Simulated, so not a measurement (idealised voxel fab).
Process module name: voxel air gaps
We display cut, a cross-section 240 nm in width whose square cells are each 5 nm.
A cross-section is written here as square cells arranged in a grid, and it is given in bands from the top down, each band taking up one or more rows of cells.
It is stipulated that each band's entry specify, in nanometres, the height of the top of the band and then that of its bottom, followed by the materials of the band in left-to-right sequence, each together with its width in nanometres. A single material marked by the word "full width" is understood to fill the band from edge to edge; the word "empty" is understood to denote empty space.
Heights from 0 (as-received wafer is one material below). Bottom band endless downward, as "0 -> down".
Width "30..40": first value at the band's top row of cells, second value at its bottom row, equal change from row to row.
The cross-section has no changed cell in any step marked "no change".
You'll see "Fully sealed voids" listing empty spaces that have no way open to the top, as long as they're 8 cells or more; the notation is width x height at distance, where the distance is from the left edge, and all of it is in nm.
Formally, on a step line, whatever follows the settings is a remark that the simulator itself makes on the step.
overlay nm, on a step with a mask: how far to the right of its planned place the mask lay; to the left if negative
**These are the steps we planned for the process**
1 RECEIVE, material Si
2 CONFORMAL_DEP, material SiO2, thk nm 15
3 CONFORMAL_DEP, material SiN, thk nm 5
4 DIRECTIONAL_DEP, material SiO2, thk nm 30
5 MASKED_ETCH, tone open, mask id LINES, width nm 25, pitch nm 55, etch materials SiO2, depth nm 30, overlay nm -15
6 CONFORMAL_DEP, material TiN, thk nm 5
7 FILL_DEP, material W, thk nm 5
8 CMP, height nm 50
9 EPI, material Ru, thk nm 10
10 SELECTIVE_ETCH, etch materials SiO2, depth nm 40
11 CONFORMAL_DEP, material SiN, thk nm 5
Wafer-to-wafer difference: overlay nm, step 5. Common start. Plan = first wafer's value.
**First of several wafers, received after step 1, in cross-section**
    0 -> down: Si full width
    Fully sealed voids: none
**Module end state after final step 11: cross-section of the first of several wafers**
    65 -> 60: empty (20); SiN (165); empty (55)
    60 -> 50: empty (20); SiN (5); Ru (45); SiN (10); Ru (45); SiN (10); Ru (45); SiN (5); empty (55)
    50 -> 45: empty (20); SiN (15); TiN (5); W (15); TiN (5); SiN (30); TiN (5); W (15); TiN (5); SiN (30); TiN (5); W (15); TiN (5); SiN (15); empty (55)
    45 -> 25: empty (30); SiN (5); TiN (5); W (15); TiN (5); SiN (5); empty (20); SiN (5); TiN (5); W (15); TiN (5); SiN (5); empty (20); SiN (5); TiN (5); W (15); TiN (5); SiN (5); empty (65)
    25 -> 20: SiN (35); TiN (25); SiN (30); TiN (25); SiN (30); TiN (25); SiN (70)
    20 -> 15: SiN full width
    15 -> 0: SiO2 full width
    0 -> down: Si full width
    Fully sealed voids: 20 x 20 at 65; 20 x 20 at 120
**Cross-sectional view, end of module, last wafer of several**
    65 -> 60: empty (50); SiN (165); empty (25)
    60 -> 50: empty (50); SiN (5); Ru (45); SiN (10); Ru (45); SiN (10); Ru (45); SiN (5); empty (25)
    50 -> 45: empty (50); SiN (15); TiN (5); W (15); TiN (5); SiN (30); TiN (5); W (15); TiN (5); SiN (30); TiN (5); W (15); TiN (5); SiN (15); empty (25)
    45 -> 25: empty (60); SiN (5); TiN (5); W (15); TiN (5); SiN (5); empty (20); SiN (5); TiN (5); W (15); TiN (5); SiN (5); empty (20); SiN (5); TiN (5); W (15); TiN (5); SiN (5); empty (35)
    25 -> 20: SiN (65); TiN (25); SiN (30); TiN (25); SiN (30); TiN (25); SiN (40)
    20 -> 15: SiN full width
    15 -> 0: SiO2 full width
    0 -> down: Si full width
    Fully sealed voids: 20 x 20 at 95; 20 x 20 at 150
**Per wafer (row), end of module: delta in cells per material since receipt, (+) for gained, (-) for lost; closed voids after that**
overlay nm -15, +54 Ru, +168 SiN, +144 SiO2, +45 TiN, +45 W, Fully sealed voids: 20 x 20 at 65; 20 x 20 at 120
overlay nm -10, +54 Ru, +168 SiN, +144 SiO2, +45 TiN, +45 W, Fully sealed voids: 20 x 20 at 70; 20 x 20 at 125
overlay nm -5, +54 Ru, +168 SiN, +144 SiO2, +45 TiN, +45 W, Fully sealed voids: 20 x 20 at 75; 20 x 20 at 130
overlay nm 0, +54 Ru, +168 SiN, +144 SiO2, +45 TiN, +45 W, Fully sealed voids: 20 x 20 at 80; 20 x 20 at 135
overlay nm 5, +54 Ru, +168 SiN, +144 SiO2, +45 TiN, +45 W, Fully sealed voids: 20 x 20 at 85; 20 x 20 at 140
overlay nm 10, +54 Ru, +168 SiN, +144 SiO2, +45 TiN, +45 W, Fully sealed voids: 20 x 20 at 90; 20 x 20 at 145
overlay nm 15, +54 Ru, +168 SiN, +144 SiO2, +45 TiN, +45 W, Fully sealed voids: 20 x 20 at 95; 20 x 20 at 150
